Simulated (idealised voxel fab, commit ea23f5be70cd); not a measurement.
The name of this process module is voxel self aligned vias.
Pictured: cross-section cut, 300 nm wide, on a grid of 5 nm square cells.
If you're reading a cross-section in this doc, picture square cells in a grid; it comes to you as bands, top ones listed first down to the bottom, and a band can be one or more rows of cells.
For a band, the entry starts with two heights in nm, that of the top and then that of the bottom, and carries on with the band's materials in order from left to right, each alongside its width in nm; the word "full width" beside a single material means it fills the band edge to edge, and "empty" means empty space.
Height datum 0, below which the as-received substrate wafer is one material. Lowest band open at the bottom, running downward: "0..down".
Per-row width for "30 to 40": begins at first number (top row of band), ends at second number (bottom row), increment between rows held constant.
"remained the same" for a step: no cell of the cross-section changed in that step.
Closed-off voids of 8+ cells (no open route to the top) go in "Fully sealed cavities", written width x height at distance from the left edge, in nm.
Note: text after step settings on the step line = simulator remark on that step.
overlay nm: for a step with a mask, the amount by which the mask lay right of where it was planned; a negative amount means left of it.
### Planned process steps
step 1: RECEIVE | material Si
step 2: CONFORMAL_DEP | material SiO2 | thk nm 15
step 3: CONFORMAL_DEP | material SiCN | thk nm 5
step 4: DIRECTIONAL_DEP | material lowk | thk nm 30
step 5: MASKED_ETCH | tone open | mask id LINES | width nm 20 | pitch nm 65 | etch materials lowk | depth nm 30 | overlay nm 0
step 6: CONFORMAL_DEP | material TiN | thk nm 5
step 7: FILL_DEP | material W | thk nm 10
step 8: CMP | height nm 50
step 9: SELECTIVE_ETCH | etch materials W Ru TiN | depth nm 5
step 10: FILL_DEP | material SiN | thk nm 10
step 11: CMP | height nm 50
step 12: DIRECTIONAL_DEP | material lowk | thk nm 15
step 13: PATTERN | tone open | mask id VIAS | material resist | width nm 40 | pitch nm 65 | thk nm 15 | overlay nm 0
step 14: DIRECTIONAL_ETCH | etch materials lowk | depth nm 15
step 15: DIRECTIONAL_ETCH | etch materials SiN | depth nm 5
step 16: STRIP | etch materials resist
step 17: CONFORMAL_DEP | material TiN | thk nm 5
step 18: FILL_DEP | material Cu | thk nm 10
step 19: CMP | height nm 65
step 20: CONFORMAL_DEP | material SiN | thk nm 5
### First of two wafers: run as planned
### Wafer cross-section on receipt, i.e. after step 1
* 0..down: Si full width
* Fully sealed cavities: none
### Cross-sectional representation of the wafer at the conclusion of step 2
* 15..0: SiO2 full width
* Note: structure below 0 unchanged.
### Cross-sectional representation of the wafer at the conclusion of step 3
* 20..15: SiCN full width
* Note: structure below 15 unchanged.
### Cross-sectional representation of the wafer at the conclusion of step 4
* 50..20: lowk full width
* Note: structure below 20 unchanged.
### Cross-sectional representation of the wafer at the conclusion of step 5
* 50..20: lowk 75 nm; empty 20 nm; lowk 45 nm; empty 20 nm; lowk 45 nm; empty 20 nm; lowk 75 nm
* Note: structure below 20 unchanged.
### Cross-sectional representation of the wafer at the conclusion of step 6
* 55..50: TiN 80 nm; empty 10 nm; TiN 55 nm; empty 10 nm; TiN 55 nm; empty 10 nm; TiN 80 nm
* 50..25: lowk 75 nm; TiN 5 nm; empty 10 nm; TiN 5 nm; lowk 45 nm; TiN 5 nm; empty 10 nm; TiN 5 nm; lowk 45 nm; TiN 5 nm; empty 10 nm; TiN 5 nm; lowk 75 nm
* 25..20: lowk 75 nm; TiN 20 nm; lowk 45 nm; TiN 20 nm; lowk 45 nm; TiN 20 nm; lowk 75 nm
* Note: structure below 20 unchanged.
### Cross-sectional representation of the wafer at the conclusion of step 7
* 65..55: W full width
* 55..50: TiN 80 nm; W 10 nm; TiN 55 nm; W 10 nm; TiN 55 nm; W 10 nm; TiN 80 nm
* 50..25: lowk 75 nm; TiN 5 nm; W 10 nm; TiN 5 nm; lowk 45 nm; TiN 5 nm; W 10 nm; TiN 5 nm; lowk 45 nm; TiN 5 nm; W 10 nm; TiN 5 nm; lowk 75 nm
* Note: structure below 25 unchanged.
### Cross-sectional representation of the wafer at the conclusion of step 8
* 50..25: lowk 75 nm; TiN 5 nm; W 10 nm; TiN 5 nm; lowk 45 nm; TiN 5 nm; W 10 nm; TiN 5 nm; lowk 45 nm; TiN 5 nm; W 10 nm; TiN 5 nm; lowk 75 nm
* Note: structure below 25 unchanged.
### Cross-sectional representation of the wafer at the conclusion of step 9
* 50..45: lowk 75 nm; empty 20 nm; lowk 45 nm; empty 20 nm; lowk 45 nm; empty 20 nm; lowk 75 nm
* Note: structure below 45 unchanged.
### Cross-sectional representation of the wafer at the conclusion of step 10
* 60..50: SiN full width
* 50..45: lowk 75 nm; SiN 20 nm; lowk 45 nm; SiN 20 nm; lowk 45 nm; SiN 20 nm; lowk 75 nm
* Note: structure below 45 unchanged.
### Cross-sectional representation of the wafer at the conclusion of step 11
* 50..45: lowk 75 nm; SiN 20 nm; lowk 45 nm; SiN 20 nm; lowk 45 nm; SiN 20 nm; lowk 75 nm
* Note: structure below 45 unchanged.
### Cross-sectional representation of the wafer at the conclusion of step 12
* 65..50: lowk full width
* Note: structure below 50 unchanged.
### Cross-sectional representation of the wafer at the conclusion of step 13
* 80..65: resist 65 nm; empty 40 nm; resist 25 nm; empty 40 nm; resist 25 nm; empty 40 nm; resist 65 nm
* Note: structure below 65 unchanged.
### Cross-sectional representation of the wafer at the conclusion of step 14
* 80..65: resist 65 nm; empty 40 nm; resist 25 nm; empty 40 nm; resist 25 nm; empty 40 nm; resist 65 nm
* 65..50: lowk 65 nm; empty 40 nm; lowk 25 nm; empty 40 nm; lowk 25 nm; empty 40 nm; lowk 65 nm
* Note: structure below 50 unchanged.
### Cross-sectional representation of the wafer at the conclusion of step 15
* 80..65: resist 65 nm; empty 40 nm; resist 25 nm; empty 40 nm; resist 25 nm; empty 40 nm; resist 65 nm
* 65..50: lowk 65 nm; empty 40 nm; lowk 25 nm; empty 40 nm; lowk 25 nm; empty 40 nm; lowk 65 nm
* 50..45: lowk 75 nm; empty 20 nm; lowk 45 nm; empty 20 nm; lowk 45 nm; empty 20 nm; lowk 75 nm
* Note: structure below 45 unchanged.
### Cross-sectional representation of the wafer at the conclusion of step 16
* 65..50: lowk 65 nm; empty 40 nm; lowk 25 nm; empty 40 nm; lowk 25 nm; empty 40 nm; lowk 65 nm
* Note: structure below 50 unchanged.
### Cross-sectional representation of the wafer at the conclusion of step 17
* 70..65: TiN 70 nm; empty 30 nm; TiN 35 nm; empty 30 nm; TiN 35 nm; empty 30 nm; TiN 70 nm
* 65..55: lowk 65 nm; TiN 5 nm; empty 30 nm; TiN 5 nm; lowk 25 nm; TiN 5 nm; empty 30 nm; TiN 5 nm; lowk 25 nm; TiN 5 nm; empty 30 nm; TiN 5 nm; lowk 65 nm
* 55..50: lowk 65 nm; TiN 15 nm; empty 10 nm; TiN 15 nm; lowk 25 nm; TiN 15 nm; empty 10 nm; TiN 15 nm; lowk 25 nm; TiN 15 nm; empty 10 nm; TiN 15 nm; lowk 65 nm
* 50..45: lowk 75 nm; TiN 20 nm; lowk 45 nm; TiN 20 nm; lowk 45 nm; TiN 20 nm; lowk 75 nm
* Note: structure below 45 unchanged.
### Cross-sectional representation of the wafer at the conclusion of step 18
* 80..70: Cu full width
* 70..65: TiN 70 nm; Cu 30 nm; TiN 35 nm; Cu 30 nm; TiN 35 nm; Cu 30 nm; TiN 70 nm
* 65..55: lowk 65 nm; TiN 5 nm; Cu 30 nm; TiN 5 nm; lowk 25 nm; TiN 5 nm; Cu 30 nm; TiN 5 nm; lowk 25 nm; TiN 5 nm; Cu 30 nm; TiN 5 nm; lowk 65 nm
* 55..50: lowk 65 nm; TiN 15 nm; Cu 10 nm; TiN 15 nm; lowk 25 nm; TiN 15 nm; Cu 10 nm; TiN 15 nm; lowk 25 nm; TiN 15 nm; Cu 10 nm; TiN 15 nm; lowk 65 nm
* Note: structure below 50 unchanged.
### Cross-sectional representation of the wafer at the conclusion of step 19
* 65..55: lowk 65 nm; TiN 5 nm; Cu 30 nm; TiN 5 nm; lowk 25 nm; TiN 5 nm; Cu 30 nm; TiN 5 nm; lowk 25 nm; TiN 5 nm; Cu 30 nm; TiN 5 nm; lowk 65 nm
* Note: structure below 55 unchanged.
### Cross-sectional representation of the wafer at the conclusion of step 20
* 70..65: SiN full width
* Note: structure below 65 unchanged.
### Okay, second wafer. Nothing different at the start, nothing different in the plan, just one mistake somewhere in the running. As far as step 12, counting that step, it's the first wafer all over again
### Cross-sectional representation of the second wafer at the time designated in the plan for the completion of step 13
* 80..65: resist 70 nm; empty 40 nm; resist 25 nm; empty 40 nm; resist 25 nm; empty 40 nm; resist 60 nm
* Note: structure below 65 unchanged.
### Cross-sectional representation of the second wafer at the time designated in the plan for the completion of step 14
* 80..65: resist 70 nm; empty 40 nm; resist 25 nm; empty 40 nm; resist 25 nm; empty 40 nm; resist 60 nm
* 65..50: lowk 70 nm; empty 40 nm; lowk 25 nm; empty 40 nm; lowk 25 nm; empty 40 nm; lowk 60 nm
* Note: structure below 50 unchanged.
### Cross-sectional representation of the second wafer at the time designated in the plan for the completion of step 15
* 80..65: resist 70 nm; empty 40 nm; resist 25 nm; empty 40 nm; resist 25 nm; empty 40 nm; resist 60 nm
* 65..50: lowk 70 nm; empty 40 nm; lowk 25 nm; empty 40 nm; lowk 25 nm; empty 40 nm; lowk 60 nm
* 50..45: lowk 75 nm; empty 20 nm; lowk 45 nm; empty 20 nm; lowk 45 nm; empty 20 nm; lowk 75 nm
* Note: structure below 45 unchanged.
### Cross-sectional representation of the second wafer at the time designated in the plan for the completion of step 16
* 65..50: lowk 70 nm; empty 40 nm; lowk 25 nm; empty 40 nm; lowk 25 nm; empty 40 nm; lowk 60 nm
* Note: structure below 50 unchanged.
### Cross-sectional representation of the second wafer at the time designated in the plan for the completion of step 17
* 70..65: TiN 75 nm; empty 30 nm; TiN 35 nm; empty 30 nm; TiN 35 nm; empty 30 nm; TiN 65 nm
* 65..55: lowk 70 nm; TiN 5 nm; empty 30 nm; TiN 5 nm; lowk 25 nm; TiN 5 nm; empty 30 nm; TiN 5 nm; lowk 25 nm; TiN 5 nm; empty 30 nm; TiN 5 nm; lowk 60 nm
* 55..50: lowk 70 nm; TiN 10 nm; empty 10 nm; TiN 20 nm; lowk 25 nm; TiN 10 nm; empty 10 nm; TiN 20 nm; lowk 25 nm; TiN 10 nm; empty 10 nm; TiN 20 nm; lowk 60 nm
* 50..45: lowk 75 nm; TiN 20 nm; lowk 45 nm; TiN 20 nm; lowk 45 nm; TiN 20 nm; lowk 75 nm
* Note: structure below 45 unchanged.
### Cross-sectional representation of the second wafer at the time designated in the plan for the completion of step 18
* 80..70: Cu full width
* 70..65: TiN 75 nm; Cu 30 nm; TiN 35 nm; Cu 30 nm; TiN 35 nm; Cu 30 nm; TiN 65 nm
* 65..55: lowk 70 nm; TiN 5 nm; Cu 30 nm; TiN 5 nm; lowk 25 nm; TiN 5 nm; Cu 30 nm; TiN 5 nm; lowk 25 nm; TiN 5 nm; Cu 30 nm; TiN 5 nm; lowk 60 nm
* 55..50: lowk 70 nm; TiN 10 nm; Cu 10 nm; TiN 20 nm; lowk 25 nm; TiN 10 nm; Cu 10 nm; TiN 20 nm; lowk 25 nm; TiN 10 nm; Cu 10 nm; TiN 20 nm; lowk 60 nm
* Note: structure below 50 unchanged.
### Cross-sectional representation of the second wafer at the time designated in the plan for the completion of step 19
* 65..55: lowk 70 nm; TiN 5 nm; Cu 30 nm; TiN 5 nm; lowk 25 nm; TiN 5 nm; Cu 30 nm; TiN 5 nm; lowk 25 nm; TiN 5 nm; Cu 30 nm; TiN 5 nm; lowk 60 nm
* Note: structure below 55 unchanged.
### Cross-sectional representation of the second wafer at the time designated in the plan for the completion of step 20
* 70..65: SiN full width
* Note: structure below 65 unchanged.
Here's what went sideways: step 13 ran differently from the plan; actual operation with settings: PATTERN | tone open | mask id VIAS | material resist | width nm 40 | pitch nm 65 | thk nm 15 | overlay nm 5
So at the finish, the second wafer's got exactly as many cells of each material as the first, just not in the same spots.
